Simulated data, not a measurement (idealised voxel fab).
process module | voxel capacitor over wiring
cross-section cut | 300 nm wide | cells 5 nm
A cross-section is a grid of square cells, given in bands from the top down. A band is one or more rows of cells.
Each band's line starts with the height of the band's top and of its bottom, in nm. Then come its materials from left to right, each with its width in nm. One material with "throughout" fills the band from edge to edge. "air" is empty space.
Height 0 is the level under which the wafer as received is all one material. The lowest band goes on downwards, as in "0 down".
A width such as "30 to 40" changes by the same amount from each row of cells to the next, from the band's top row to its bottom row.
"no change" after a step means that no cell of the cross-section changed.
closed voids: empty space of 8 cells or more with no open way to the top, each as width x height at its distance from the left edge, in nm
after a step's settings: what the simulator itself notes on the step
overlay nm, on a step with a mask: how far to the right of its planned place the mask lay; to the left if negative
plan
1 op RECEIVE | material Si
2 op CONFORMAL_DEP | material SiO2 | thk nm 15
3 op CONFORMAL_DEP | material SiN | thk nm 5
4 op DIRECTIONAL_DEP | material SiO2 | thk nm 15
5 op PATTERN | tone open | mask id METAL_1 | material resist | width nm 25 | pitch nm 85 | thk nm 20 | overlay nm 0
6 op DIRECTIONAL_ETCH | etch materials SiO2 | depth nm 15
7 op DIRECTIONAL_ETCH | etch materials SiN | depth nm 5
8 op STRIP | etch materials resist
9 op CONFORMAL_DEP | material TiN | thk nm 5
10 op FILL_DEP | material Cu | thk nm 5
11 op CMP | height nm 35
12 op EPI | material Ru | thk nm 5
13 op FILL_DEP | material SiCN | thk nm 5
14 op DIRECTIONAL_DEP | material SiO2 | thk nm 20
15 op PATTERN | tone open | mask id PLUG_1 | material resist | width nm 15 | thk nm 15 | overlay nm 0
16 op DIRECTIONAL_ETCH | etch materials SiO2 | depth nm 20
17 op DIRECTIONAL_ETCH | etch materials SiCN | depth nm 5
18 op STRIP | etch materials resist
19 op CONFORMAL_DEP | material TiN | thk nm 5
20 op FILL_DEP | material W | thk nm 5
21 op CMP | height nm 65
22 op DIRECTIONAL_DEP | material TiN | thk nm 5
23 op DIRECTIONAL_DEP | material SiN | thk nm 5
24 op DIRECTIONAL_DEP | material TiN | thk nm 5
25 op DIRECTIONAL_DEP | material aC | thk nm 15
26 op PATTERN | tone cover | mask id UPPER_PLATE | material resist | width nm 65 | thk nm 35 | overlay nm 0
27 op DIRECTIONAL_ETCH | etch materials aC | depth nm 15
28 op STRIP | etch materials resist
29 op DIRECTIONAL_ETCH | etch materials TiN | depth nm 5
30 op DIRECTIONAL_ETCH | etch materials SiN | depth nm 5
31 op STRIP | etch materials aC
32 op MASKED_ETCH | tone cover | mask id LOWER_PLATE | width nm 75 | etch materials TiN | depth nm 5 | overlay nm 0
33 op FILL_DEP | material SiO2 | thk nm 20
34 op CMP | height nm 95
35 op PATTERN | tone open | mask id PLUG_2 | material resist | width nm 15 | thk nm 20 | overlay nm 0
36 op DIRECTIONAL_ETCH | etch materials SiO2 | depth nm 15
37 op STRIP | etch materials resist
38 op CONFORMAL_DEP | material TiN | thk nm 5
39 op FILL_DEP | material W | thk nm 5
40 op CMP | height nm 95
41 op CONFORMAL_DEP | material SiN | thk nm 5
as received, after step 1
  0 down: Si throughout
  closed voids: none
a wafer at the end: this start, this plan, one mistake
  100 to 95: SiN throughout
  95 to 85: SiO2 115 | TiN 5 | W 5 | TiN 5 | SiO2 170
  85 to 80: SiO2 115 | TiN 15 | SiO2 170
  80 to 75: SiO2 throughout
  75 to 65: SiO2 105 to 100 | TiN 65 to 75 | SiO2 130 to 125
  65 to 45: SiO2 105 | TiN 5 | W 5 | TiN 5 | SiO2 180
  45 to 40: SiCN 105 | TiN 15 | SiCN 180
  40 to 35: SiCN 90 | Ru 35 | SiCN 50 | Ru 35 | SiCN 90
  35 to 20: SiO2 95 | TiN 5 | Cu 15 | TiN 5 | SiO2 60 | TiN 5 | Cu 15 | TiN 5 | SiO2 95
  20 to 15: SiN 95 | TiN 25 | SiN 60 | TiN 25 | SiN 95
  15 to 0: SiO2 throughout
  0 down: Si throughout
  closed voids: none
what went wrong: step 23 was left out
